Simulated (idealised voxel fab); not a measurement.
Documented hereafter: the process module known as voxel plated lines.
The figure presents cross-section cut, which has a width of 270 nm and is divided into square cells with an edge length of 5 nm.
When this document writes out a cross-section, it uses a grid of square cells and lists it as bands, beginning at the top and moving down, with a band standing for one or more rows of cells. The entry gives the band's vertical extent as a top height and a bottom height in nm, then its horizontal make-up as materials from left to right, each with a width in nm. "blank" stands for empty space; a single material marked "throughout" fills the band edge to edge. Beneath 0, the wafer as received is one material, and that level is where height counting begins. The lowest band goes on downward without a bottom; it is written like "0 nm and below". Top row gets the first number, bottom row gets the second, and each row in between changes by the same step: that is how a band width like "30..40" works. The cross-section has no changed cell in any step marked "no change". Entry "Sealed-off cavities". Content: empty spaces with no open connection to the top, size 8 cells or greater. Each: width x height at distance. Distance: from left edge. Unit: nm. The remark found on a step's line after its settings is issued by the simulator itself and pertains to that step. The setting "overlay nm" may be written on the line of a step. When the step uses a mask, the value reports how far to the right of the planned place the mask lay, and a negative value reports that it lay to the left.
[Intended process steps]
1) RECEIVE,material Si
2) CONFORMAL_DEP,material SiO2,thk nm 15
3) DIRECTIONAL_DEP,material TiN,thk nm 5
4) PATTERN,tone open,mask id LINES,material resist,width nm 15,pitch nm 35,thk nm 15,overlay nm 0
5) EPI,material Ru,thk nm 10
6) STRIP,etch materials resist
7) DIRECTIONAL_ETCH,etch materials TiN,depth nm 5
8) CONFORMAL_DEP,material SiO2,thk nm 10
[Incoming wafer, cross-sectional view, post step 1]
  0 nm and below = Si throughout
  Sealed-off cavities: none
[The first of two wafers, cross-sectioned at the end of the module, with the run proceeding as planned]
  40 nm to 30 nm = blank 80 nm  SiO2 105 nm  blank 85 nm
  30 nm to 25 nm = blank 80 nm  SiO2 10 nm  Ru 15 nm  SiO2 20 nm  Ru 15 nm  SiO2 20 nm  Ru 15 nm  SiO2 10 nm  blank 85 nm
  25 nm to 20 nm = SiO2 90 nm  Ru 15 nm  SiO2 20 nm  Ru 15 nm  SiO2 20 nm  Ru 15 nm  SiO2 95 nm
  20 nm to 15 nm = SiO2 90 nm  TiN 15 nm  SiO2 20 nm  TiN 15 nm  SiO2 20 nm  TiN 15 nm  SiO2 95 nm
  15 nm to 0 nm = SiO2 throughout
  0 nm and below = Si throughout
  Sealed-off cavities: none
[Module end: cross-section of wafer two of two. Same start and process plan as the first wafer. One mistake during execution]
  30 nm to 20 nm = blank 90 nm  Ru 15 nm  blank 20 nm  Ru 15 nm  blank 20 nm  Ru 15 nm  blank 95 nm
  20 nm to 15 nm = blank 90 nm  TiN 15 nm  blank 20 nm  TiN 15 nm  blank 20 nm  TiN 15 nm  blank 95 nm
  15 nm to 0 nm = SiO2 throughout
  0 nm and below = Si throughout
  Sealed-off cavities: none
Short version of what went wrong: it should be noted that step 8 of the plan was omitted and was not performed
Materials where the second wafer ends with more or fewer cells than the first: -144 SiO2
